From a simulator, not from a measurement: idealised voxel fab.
Process module in this document: voxel self aligned contacts
It is cross-section cut that appears here, measuring 200 nm in width, its square cells being 5 nm in size.
Format of a cross-section: grid, square cells. Given as bands. Order: top down. Band: one or more rows of cells. This entry defines a band. It first specifies the height of the band's top and the height of its bottom in nm, and then specifies the band's materials from left to right, stating each material with its width in nm. The word "all across" identifies a single material that fills the band from edge to edge, while the word "empty" identifies empty space. All heights in this document are referenced to 0, defined as the level beneath which the wafer, as received, consists entirely of one material. The lowest band is not bounded below; it extends indefinitely downward and is written in the form "0 down". The expression "30 to 40" gives the width at the extremes of the band, the first number at its top row of cells and the second at its bottom row, with the width changing by equal amounts from each row to the next in between. No cell of the cross-section changed in a step that is given as "all unchanged". The list in "Enclosed internal cavities" covers empty spaces of 8 cells or more that cannot reach the top through any open way, and it gives each as width x height at distance; the distance is from the left edge, and width, height and distance are in nm. What comes after the settings on a step's line is commentary from the simulator itself on that step. What "overlay nm" on a step's line means: if the step has a mask, that mask lay this far to the right of its planned place, or, when the value is negative, to the left.

[This section lists the process steps that were planned]
1,RECEIVE (material Si)
2,OXIDIZE (depth nm 5)
3,DIRECTIONAL_DEP (material polySi; thk nm 30)
4,DIRECTIONAL_DEP (material SiN; thk nm 25)
5,MASKED_ETCH (tone cover; mask id GATE; width nm 25; pitch nm 60; etch materials SiN; depth nm 25; overlay nm 0)
6,MASKED_ETCH (tone cover; mask id GATE; width nm 25; pitch nm 60; etch materials polySi; depth nm 30; overlay nm 0)
7,CONFORMAL_DEP (material SiN; thk nm 10)
8,DIRECTIONAL_ETCH (etch materials SiN; depth nm 10)
9,FILL_DEP (material SiO2; thk nm 15)
10,CMP (height nm 65)
11,MASKED_ETCH (tone open; mask id CONTACT; width nm 45; pitch nm 60; etch materials SiO2; depth nm 70; overlay nm 0)
12,CONFORMAL_DEP (material TiN; thk nm 5)
13,FILL_DEP (material W; thk nm 10)
14,CMP (height nm 65)
15,CONFORMAL_DEP (material SiCN; thk nm 5)

[Cross-sectional view of the wafer in its as-received condition, corresponding to the state after step 1]
0 down = Si all across
Enclosed internal cavities: none

[Wafer cross-section at module end: first of two, run to plan]
70 to 65 = SiCN all across
65 to 55 = SiO2 (45), TiN (5 to 20), W (35 to 5), TiN (5 to 20), SiO2 (15), TiN (5 to 20), W (35 to 5), TiN (5 to 20), SiO2 (50)
55 to 30 = SiO2 (15), SiN (45), TiN (5), W (5), TiN (5), SiN (45), TiN (5), W (5), TiN (5), SiN (45), SiO2 (20)
30 to 0 = SiO2 (15), SiN (10), polySi (25), SiN (10), TiN (5), W (5), TiN (5), SiN (10), polySi (25), SiN (10), TiN (5), W (5), TiN (5), SiN (10), polySi (25), SiN (10), SiO2 (20)
0 to -5 = SiO2 (60), TiN (15), SiO2 (45), TiN (15), SiO2 (65)
-5 down = Si all across
Enclosed internal cavities: none

[Second wafer cross-section at end of module - shared start and plan with the first, one mistake in the run]
70 to 65 = SiCN all across
65 to 60 = SiO2 (15), SiN (45), TiN (5), W (5), TiN (5), SiN (45), TiN (5), W (5), TiN (5), SiN (45), SiO2 (20)
60 to 35 = SiO2 (15), SiN (10), polySi (25), SiN (10), TiN (5), W (5), TiN (5), SiN (10), polySi (25), SiN (10), TiN (5), W (5), TiN (5), SiN (10), polySi (25), SiN (10), SiO2 (20)
35 to 30 = SiO2 (15), SiN (10), polySi (25), SiN (10), TiN (15), SiN (10), polySi (25), SiN (10), TiN (15), SiN (10), polySi (25), SiN (10), SiO2 (20)
30 to 0 = polySi all across
0 to -5 = SiO2 all across
-5 down = Si all across
Enclosed internal cavities: none
Run error: step 3 of the plan was executed twice over
Per the end-of-run cell counts, the second wafer holds more or fewer of some materials than the first: SiN -108, SiO2 -66, TiN -40, W -26, polySi +240
